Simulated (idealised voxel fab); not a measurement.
The process module that follows is named voxel double patterning.
Xsec cut, 255 nm wide, square cell size 5 nm.
Notation: cross-section as square-cell grid; stated in bands, top first, going down; one or more cell rows per band. Heights first: top, then bottom, in nm. Then materials, left to right, each with a width in nm. "edge to edge" on a single material: fills the band edge to edge. "empty": empty space. Height datum 0, below which the as-received substrate wafer is one material. Lowest band open at the bottom, running downward: "0 down". The width entry "30..40" should be interpreted row by row: the top row of cells in the band takes the first number, the bottom row takes the second number, and the change between adjacent rows is uniform throughout. Where the words "remained unchanged" appear for a step, the cross-section shows no cell changed by that step; every cell remained as before. Closed empty spaces (no open way to the top) of 8 cells or more are what "Sealed voids" lists, each as width x height at distance from the left edge, nm for all three. Text after the settings on a step's line: the simulator's own remark on that step. overlay nm: right-of-plan distance of the mask on a masked step; negative values mean left-of-plan.

-- Listed below are the process steps as planned
- 1: RECEIVE [material Si]
- 2: CONFORMAL_DEP [material SiO2] [thk nm 10]
- 3: DIRECTIONAL_DEP [material polySi] [thk nm 15]
- 4: DIRECTIONAL_DEP [material SiCN] [thk nm 5]
- 5: PATTERN [tone open] [mask id FIRST] [material resist] [width nm 15] [pitch nm 50] [thk nm 15] [overlay nm 0]
- 6: DIRECTIONAL_ETCH [etch materials SiCN] [depth nm 5]
- 7: STRIP [etch materials resist]
- 8: MASKED_ETCH [tone open] [mask id SECOND] [width nm 15] [etch materials SiCN] [depth nm 5] [overlay nm 0]
- 9: DIRECTIONAL_ETCH [etch materials polySi] [depth nm 15]
- 10: STRIP [etch materials SiCN]

-- On the first of the two wafers: run conducted according to plan

-- Delivered wafer in cross-section: state after step 1
* 0 down  Si edge to edge
* Sealed voids: none

-- Wafer after step 2 (cross-section)
* 10 to 0  SiO2 edge to edge
* Nothing below the height 0 has changed.

-- Wafer after step 3 (cross-section)
* 25 to 10  polySi edge to edge
* Nothing below the height 10 has changed.

-- Wafer after step 4 (cross-section)
* 30 to 25  SiCN edge to edge
* Nothing below the height 25 has changed.

-- Wafer after step 5 (cross-section)
* 45 to 30  95 resist; 15 empty; 35 resist; 15 empty; 95 resist
* Nothing below the height 30 has changed.

-- Wafer after step 6 (cross-section)
* 45 to 30  95 resist; 15 empty; 35 resist; 15 empty; 95 resist
* 30 to 25  95 SiCN; 15 empty; 35 SiCN; 15 empty; 95 SiCN
* Nothing below the height 25 has changed.

-- Wafer after step 7 (cross-section)
* 30 to 25  95 SiCN; 15 empty; 35 SiCN; 15 empty; 95 SiCN
* Nothing below the height 25 has changed.

-- Wafer after step 8 (cross-section)
* 30 to 25  95 SiCN; 15 empty; 10 SiCN; 15 empty; 10 SiCN; 15 empty; 95 SiCN
* Nothing below the height 25 has changed.

-- Wafer after step 9 (cross-section)
* 30 to 25  95 SiCN; 15 empty; 10 SiCN; 15 empty; 10 SiCN; 15 empty; 95 SiCN
* 25 to 10  95 polySi; 15 empty; 10 polySi; 15 empty; 10 polySi; 15 empty; 95 polySi
* Nothing below the height 10 has changed.

-- Wafer after step 10 (cross-section)
* 25 to 10  95 polySi; 15 empty; 10 polySi; 15 empty; 10 polySi; 15 empty; 95 polySi
* Nothing below the height 10 has changed.

-- The second wafer: identical to the first at the outset and in its planned sequence, differing only in that one mistake was made during processing; up to and including step 7, its path is the first wafer's path

-- Look at the second wafer in cross-section at the time step 8 ought to have finished
* 30 to 25  120 empty; 15 SiCN; 120 empty
* Nothing below the height 25 has changed.

-- Look at the second wafer in cross-section at the time step 9 ought to have finished
* 30 to 25  120 empty; 15 SiCN; 120 empty
* 25 to 10  120 empty; 15 polySi; 120 empty
* Nothing below the height 10 has changed.

-- Look at the second wafer in cross-section at the time step 10 ought to have finished
* 25 to 10  120 empty; 15 polySi; 120 empty
* Nothing below the height 10 has changed.
Finding, execution versus plan: heads up, step 8 didn't go per plan, it actually ran as MASKED_ETCH [tone cover] [mask id SECOND] [width nm 15] [etch materials SiCN] [depth nm 5] [overlay nm 0]
Cell-count delta at end, second wafer over first, by material: polySi -117
